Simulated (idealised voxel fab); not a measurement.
Proc. module: voxel air gaps
The cross-section shown here is cut; it is 165 nm wide and divided into square cells measuring 5 nm on a side.
Cross-section spec: square-cell grid; bands listed top down; each band is one or more rows. Look at the band entry: it leads with the top's height and the bottom's height in nm. Then it lists the materials left to right, with a width in nm for each. The word "everywhere" on a single material says that material fills the band edge to edge. The word "blank" is empty space. For the purposes of this specification, 0 denotes the height below which the wafer in its as-received condition is composed wholly of one material, and the lowermost band, lacking a lower limit, extends downward without end, as expressed in "0..down". Width spec "30->40" -> top row of cells at first value, bottom row at second value, equal per-row change in between. Basically "no change" means that step didn't change any cell in the cross-section. Enclosed voids (no open way to top), threshold 8 cells or more, entry "Catalogued sealed voids", notation width x height at distance, distance from left edge, nm. Heads up: the bit after the settings on a step's line is the simulator's remark on that step. When a step includes a mask, the "overlay nm" setting on its line states how far to the right of its planned place that mask lay, and negative values state how far to the left.

**The process steps that were planned are listed below**
| 1 | RECEIVE with material Si |
| 2 | CONFORMAL_DEP with material SiO2, thk nm 15 |
| 3 | CONFORMAL_DEP with material SiN, thk nm 5 |
| 4 | DIRECTIONAL_DEP with material SiO2, thk nm 40 |
| 5 | PATTERN with tone open, mask id LINES, material resist, width nm 15, pitch nm 40, thk nm 15, overlay nm 0 |
| 6 | DIRECTIONAL_ETCH with etch materials SiO2, depth nm 40 |
| 7 | STRIP with etch materials resist |
| 8 | CONFORMAL_DEP with material TiN, thk nm 5 |
| 9 | FILL_DEP with material W, thk nm 10 |
| 10 | CMP with height nm 60 |
| 11 | EPI with material Ru, thk nm 10 |
| 12 | SELECTIVE_ETCH with etch materials SiO2, depth nm 50 |
| 13 | CONFORMAL_DEP with material SiCN, thk nm 5 |

**Wafer at receipt (post step 1), cross-section**
0..down | Si everywhere
Catalogued sealed voids: none

**Post-module cross-section of the first of two wafers (run per plan)**
75..70 | 20 of blank, then 125 of SiCN, then 20 of blank
70..60 | 20 of blank, then 5 of SiCN, then 35 of Ru, then 5 of SiCN, then 35 of Ru, then 5 of SiCN, then 35 of Ru, then 5 of SiCN, then 20 of blank
60..55 | 20 of blank, then 15 of SiCN, then 5 of TiN, then 5 of W, then 5 of TiN, then 25 of SiCN, then 5 of TiN, then 5 of W, then 5 of TiN, then 25 of SiCN, then 5 of TiN, then 5 of W, then 5 of TiN, then 15 of SiCN, then 20 of blank
55..25 | 30 of blank, then 5 of SiCN, then 5 of TiN, then 5 of W, then 5 of TiN, then 5 of SiCN, then 15 of blank, then 5 of SiCN, then 5 of TiN, then 5 of W, then 5 of TiN, then 5 of SiCN, then 15 of blank, then 5 of SiCN, then 5 of TiN, then 5 of W, then 5 of TiN, then 5 of SiCN, then 30 of blank
25..20 | 35 of SiCN, then 15 of TiN, then 25 of SiCN, then 15 of TiN, then 25 of SiCN, then 15 of TiN, then 35 of SiCN
20..15 | SiN everywhere
15..0 | SiO2 everywhere
0..down | Si everywhere
Catalogued sealed voids: 15 x 30 at 55; 15 x 30 at 95

**Cross-section, second wafer: same start as the first, same plan as the first, one mistake in running it; taken at the end of the module**
75..70 | 20 of blank, then 125 of SiO2, then 20 of blank
70..60 | 20 of blank, then 5 of SiO2, then 35 of Ru, then 5 of SiO2, then 35 of Ru, then 5 of SiO2, then 35 of Ru, then 5 of SiO2, then 20 of blank
60..55 | 20 of blank, then 15 of SiO2, then 5 of TiN, then 5 of W, then 5 of TiN, then 25 of SiO2, then 5 of TiN, then 5 of W, then 5 of TiN, then 25 of SiO2, then 5 of TiN, then 5 of W, then 5 of TiN, then 15 of SiO2, then 20 of blank
55..25 | 30 of blank, then 5 of SiO2, then 5 of TiN, then 5 of W, then 5 of TiN, then 5 of SiO2, then 15 of blank, then 5 of SiO2, then 5 of TiN, then 5 of W, then 5 of TiN, then 5 of SiO2, then 15 of blank, then 5 of SiO2, then 5 of TiN, then 5 of W, then 5 of TiN, then 5 of SiO2, then 30 of blank
25..20 | 35 of SiO2, then 15 of TiN, then 25 of SiO2, then 15 of TiN, then 25 of SiO2, then 15 of TiN, then 35 of SiO2
20..15 | SiN everywhere
15..0 | SiO2 everywhere
0..down | Si everywhere
Catalogued sealed voids: 15 x 30 at 55; 15 x 30 at 95
Here's what went sideways: contrary to plan, step 13 was performed as CONFORMAL_DEP with material SiO2, thk nm 5
Bottom line after processing is that, in cells, the second wafer is up or down on some materials versus the first: -109 SiCN; +109 SiO2
